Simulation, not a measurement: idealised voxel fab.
This is a process module. Its name is voxel self aligned contacts.
Section shown: cut. Width: 165 nm. Cell size: 5 nm, square.
In what follows, cross-sections appear as grids of square cells, described through bands that run from the top down, where every band is one or more rows of cells.
Within each band entry, the heights of the top and of the bottom of the band appear first, in that order and in nm; the materials of the band then follow from left to right, each with its corresponding width in nm. The designation "edge to edge" on a single material indicates that it fills the band from edge to edge; the designation "blank" indicates empty space.
Height datum 0, below which the as-received substrate wafer is one material. Lowest band open at the bottom, running downward: "from 0 down".
So if you see something like "30->40" for the width, read it as the top row of the band sitting at the first number and the bottom row at the second, with every row in between moving by the same amount as the last.
"no change" means the step left every cell of the cross-section as it was.
"Enclosed cavity list": empty spaces of 8 cells or more with no open way to the top, each given as width x height at distance, distance from the left edge, all in nm.
Heads up: the bit after the settings on a step's line is the simulator's remark on that step.
You can add "overlay nm" to a step's line. For a step with a mask, it describes how far the mask lay to the right of its planned position, and a negative number describes a lay to the left.

BELOW IS THE LIST OF PLANNED PROCESS STEPS
1) RECEIVE,material Si
2) OXIDIZE,depth nm 5
3) DIRECTIONAL_DEP,material polySi,thk nm 30
4) DIRECTIONAL_DEP,material SiN,thk nm 15
5) PATTERN,tone cover,mask id GATE,material resist,width nm 30,pitch nm 60,thk nm 15,overlay nm 0
6) DIRECTIONAL_ETCH,etch materials SiN,depth nm 15
7) DIRECTIONAL_ETCH,etch materials polySi,depth nm 20
8) STRIP,etch materials resist
9) CONFORMAL_DEP,material SiN,thk nm 5
10) DIRECTIONAL_ETCH,etch materials SiN,depth nm 5
11) FILL_DEP,material SiO2,thk nm 20
12) CMP,height nm 55
13) PATTERN,tone open,mask id CONTACT,material resist,width nm 40,thk nm 15,overlay nm 0
14) DIRECTIONAL_ETCH,etch materials SiO2,depth nm 60
15) STRIP,etch materials resist
16) CONFORMAL_DEP,material TiN,thk nm 5
17) FILL_DEP,material Ru,thk nm 10
18) CMP,height nm 55
19) CONFORMAL_DEP,material SiN,thk nm 5
Don't read the plan's depth nm for step 7 as applying to every wafer: that's the first wafer's value, and the wafers differ in it, though they all start identical.

THE FIRST OF SEVERAL WAFERS AS RECEIVED, SHOWN IN CROSS-SECTION; THIS IS ITS STATE AFTER STEP 1
> from 0 down  Si edge to edge
> Enclosed cavity list: none

DEPICTED HERE IS THE FIRST OF SEVERAL WAFERS IN CROSS-SECTION, AT MODULE COMPLETION FOLLOWING THE LAST STEP, STEP 19
> from 60 to 55  SiN edge to edge
> from 55 to 45  60 SiO2 | 5->15 TiN | 30->10 Ru | 5->15 TiN | 65 SiO2
> from 45 to 30  30 SiO2 | 40 SiN | 5 TiN | 10 Ru | 5 TiN | 40 SiN | 35 SiO2
> from 30 to 15  30 SiO2 | 5 SiN | 30 polySi | 5 SiN | 5 TiN | 10 Ru | 5 TiN | 5 SiN | 30 polySi | 5 SiN | 35 SiO2
> from 15 to 10  30 SiO2 | 5 SiN | 30 polySi | 5 SiN | 20 TiN | 5 SiN | 30 polySi | 5 SiN | 35 SiO2
> from 10 to 0  polySi edge to edge
> from 0 to -5  SiO2 edge to edge
> from -5 down  Si edge to edge
> Enclosed cavity list: none

LAST WAFER OF THE SET, CROSS-SECTIONED AT END OF MODULE
> from 60 to 55  SiN edge to edge
> from 55 to 45  60 SiO2 | 5->15 TiN | 30->10 Ru | 5->15 TiN | 65 SiO2
> from 45 to 30  30 SiO2 | 40 SiN | 5 TiN | 10 Ru | 5 TiN | 40 SiN | 35 SiO2
> from 30 to 0  30 SiO2 | 5 SiN | 30 polySi | 5 SiN | 5 TiN | 10 Ru | 5 TiN | 5 SiN | 30 polySi | 5 SiN | 35 SiO2
> from 0 to -5  70 SiO2 | 20 TiN | 75 SiO2
> from -5 down  Si edge to edge
> Enclosed cavity list: none

BELOW: A ROW PER WAFER. CONTENTS AT END OF MODULE: FOR EVERY MATERIAL, CELLS GAINED SINCE RECEIPT (+) OR LOST SINCE RECEIPT (-); THEN CLOSED VOIDS
depth nm 20; +20 Ru; -33 Si; +97 SiN; +174 SiO2; +24 TiN; +114 polySi; Enclosed cavity list: none
depth nm 25; +22 Ru; -33 Si; +101 SiN; +187 SiO2; +26 TiN; +93 polySi; Enclosed cavity list: none
depth nm 30; +26 Ru; -33 Si; +105 SiN; +196 SiO2; +30 TiN; +72 polySi; Enclosed cavity list: none
depth nm 35; +26 Ru; -33 Si; +105 SiN; +196 SiO2; +30 TiN; +72 polySi; Enclosed cavity list: none
depth nm 40; +26 Ru; -33 Si; +105 SiN; +196 SiO2; +30 TiN; +72 polySi; Enclosed cavity list: none
depth nm 45; +26 Ru; -33 Si; +105 SiN; +196 SiO2; +30 TiN; +72 polySi; Enclosed cavity list: none
